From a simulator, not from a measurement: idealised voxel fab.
Name of the process module below: voxel self aligned vias
Section cut is 265 nm wide and gridded with 5 nm square cells.
For the purposes of this document, a cross-section shall be understood as a grid of square cells, specified as bands listed in top-to-bottom order, each band consisting of one or more rows of cells. Heights first: top, then bottom, in nm. Then materials, left to right, each with a width in nm. "everywhere" on a single material: fills the band edge to edge. "empty": empty space. For the purposes of this specification, 0 denotes the height below which the wafer in its as-received condition is composed wholly of one material, and the lowermost band, lacking a lower limit, extends downward without end, as expressed in "top 0, no bottom". It should be noted that a width expressed as "30..40" varies in equal increments from row to row of cells within the band, taking the value of the first number at the top row and that of the second number at the bottom row. Step note "no alterations made" = no cross-section cell changed. "Closed void table" lists enclosed empty spaces (at least 8 cells, no open path upward to the top), each as width x height at distance from the left edge, in nm. Post-settings text on a step line: simulator's own remark regarding the step. The setting "overlay nm" may be written on the line of a step. When the step uses a mask, the value reports how far to the right of the planned place the mask lay, and a negative value reports that it lay to the left.

**List of planned process steps**
1. RECEIVE [material Si]
2. CONFORMAL_DEP [material SiO2] [thk nm 15]
3. CONFORMAL_DEP [material SiCN] [thk nm 5]
4. DIRECTIONAL_DEP [material SiO2] [thk nm 25]
5. PATTERN [tone open] [mask id LINES] [material resist] [width nm 30] [pitch nm 70] [thk nm 20] [overlay nm 0]
6. DIRECTIONAL_ETCH [etch materials SiO2] [depth nm 25]
7. STRIP [etch materials resist]
8. CONFORMAL_DEP [material TiN] [thk nm 5]
9. FILL_DEP [material Ru] [thk nm 5]
10. CMP [height nm 45]
11. SELECTIVE_ETCH [etch materials W Ru TiN] [depth nm 10]
12. FILL_DEP [material SiN] [thk nm 10]
13. CMP [height nm 45]
14. DIRECTIONAL_DEP [material SiO2] [thk nm 15]
15. DIRECTIONAL_DEP [material aC] [thk nm 15]
16. PATTERN [tone open] [mask id VIAS] [material resist] [width nm 30] [pitch nm 70] [thk nm 35] [overlay nm 0]
17. DIRECTIONAL_ETCH [etch materials aC] [depth nm 15]
18. STRIP [etch materials resist]
19. DIRECTIONAL_ETCH [etch materials SiO2] [depth nm 15]
20. DIRECTIONAL_ETCH [etch materials SiN] [depth nm 10]
21. STRIP [etch materials aC]
22. CONFORMAL_DEP [material TiN] [thk nm 5]
23. FILL_DEP [material W] [thk nm 10]
24. CMP [height nm 60]
25. CONFORMAL_DEP [material SiCN] [thk nm 5]
What sets these wafers apart? The width nm at step 16. They all start alike, and the plan carries the first wafer's value.

**first wafer as received, after step 1**
> top 0, no bottom: Si everywhere
> Closed void table: none

**Every row in this table is a wafer at the end of the module, and it gives, for each of the materials, the cells that wafer has gained (+) or lost (-) since it was received, then its closed voids**
width nm 30 | +24 Ru | +106 SiCN | +439 SiO2 | +72 TiN | +48 W | Closed void table: none
width nm 35 | +24 Ru | +106 SiCN | +430 SiO2 | +75 TiN | +54 W | Closed void table: none
width nm 40 | +24 Ru | +106 SiCN | +421 SiO2 | +78 TiN | +60 W | Closed void table: none
width nm 45 | +24 Ru | +106 SiCN | +412 SiO2 | +81 TiN | +66 W | Closed void table: none
width nm 50 | +24 Ru | +106 SiCN | +403 SiO2 | +84 TiN | +72 W | Closed void table: none
width nm 55 | +24 Ru | +106 SiCN | +394 SiO2 | +87 TiN | +78 W | Closed void table: none
